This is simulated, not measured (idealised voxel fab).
process module | voxel gate over fins
cross-section cut | 295 nm wide | cells 5 nm
A cross-section is a grid of square cells, given in bands from the top down. A band is one or more rows of cells.
Each band's line starts with the height of the band's top and of its bottom, in nm. Then come its materials from left to right, each with its width in nm. One material with "throughout" fills the band from edge to edge. "air" is empty space.
Height 0 is the level under which the wafer as received is all one material. The lowest band goes on downwards, as in "0 down".
A width such as "30 to 40" changes by the same amount from each row of cells to the next, from the band's top row to its bottom row.
"no change" after a step means that no cell of the cross-section changed.
closed voids: empty space of 8 cells or more with no open way to the top, each as width x height at its distance from the left edge, in nm
after a step's settings: what the simulator itself notes on the step
overlay nm, on a step with a mask: how far to the right of its planned place the mask lay; to the left if negative
plan
1 op RECEIVE | material Si
2 op CONFORMAL_DEP | material SiN | thk nm 5
3 op MASKED_ETCH | tone cover | mask id FINS | width nm 15 | pitch nm 40 | etch materials SiN | depth nm 5 | overlay nm 0
4 op MASKED_ETCH | tone cover | mask id FINS | width nm 15 | pitch nm 40 | etch materials Si | depth nm 35 | overlay nm 0
5 op FILL_DEP | material SiO2 | thk nm 5
6 op CMP | height nm 5
7 op SELECTIVE_ETCH | etch materials SiO2 | depth nm 20
8 op STRIP | etch materials SiN
9 op CONFORMAL_DEP | material HfO2 | thk nm 5
10 op CONFORMAL_DEP | material TiN | thk nm 5
11 op FILL_DEP | material W | thk nm 15
12 op CMP | height nm 20
13 op CONFORMAL_DEP | material SiN | thk nm 5
as received, after step 1
  0 down: Si throughout
  closed voids: none
first wafer at the end, as planned
  25 to 20: SiN throughout
  20 to 10: W throughout
  10 to 5: W 70 | TiN 35 | W 5 | TiN 35 | W 5 | TiN 35 | W 5 | TiN 35 | W 70
  5 to 0: W 70 | TiN 5 | HfO2 25 | TiN 5 | W 5 | TiN 5 | HfO2 25 | TiN 5 | W 5 | TiN 5 | HfO2 25 | TiN 5 | W 5 | TiN 5 | HfO2 25 | TiN 5 | W 70
  0 to -5: W 70 | TiN 5 | HfO2 5 | Si 15 | HfO2 5 | TiN 5 | W 5 | TiN 5 | HfO2 5 | Si 15 | HfO2 5 | TiN 5 | W 5 | TiN 5 | HfO2 5 | Si 15 | HfO2 5 | TiN 5 | W 5 | TiN 5 | HfO2 5 | Si 15 | HfO2 5 | TiN 5 | W 70
  -5 to -10: TiN 75 | HfO2 5 | Si 15 | HfO2 5 | TiN 15 | HfO2 5 | Si 15 | HfO2 5 | TiN 15 | HfO2 5 | Si 15 | HfO2 5 | TiN 15 | HfO2 5 | Si 15 | HfO2 5 | TiN 75
  -10 to -15: HfO2 80 | Si 15 | HfO2 25 | Si 15 | HfO2 25 | Si 15 | HfO2 25 | Si 15 | HfO2 80
  -15 to -35: SiO2 80 | Si 15 | SiO2 25 | Si 15 | SiO2 25 | Si 15 | SiO2 25 | Si 15 | SiO2 80
  -35 down: Si throughout
  closed voids: none
second wafer at the end: like start, like plan, one mistake
  25 to 20: SiN throughout
  20 to 5: W throughout
  5 to 0: W 75 | TiN 25 | W 15 | TiN 25 | W 15 | TiN 25 | W 15 | TiN 25 | W 75
  0 to -10: W 75 | TiN 5 | Si 15 | TiN 5 | W 15 | TiN 5 | Si 15 | TiN 5 | W 15 | TiN 5 | Si 15 | TiN 5 | W 15 | TiN 5 | Si 15 | TiN 5 | W 75
  -10 to -15: TiN 80 | Si 15 | TiN 25 | Si 15 | TiN 25 | Si 15 | TiN 25 | Si 15 | TiN 80
  -15 to -35: SiO2 80 | Si 15 | SiO2 25 | Si 15 | SiO2 25 | Si 15 | SiO2 25 | Si 15 | SiO2 80
  -35 down: Si throughout
  closed voids: none
what went wrong: step 9 was left out
at the end the second wafer has, in cells: 83 fewer of HfO2 | 83 more of W
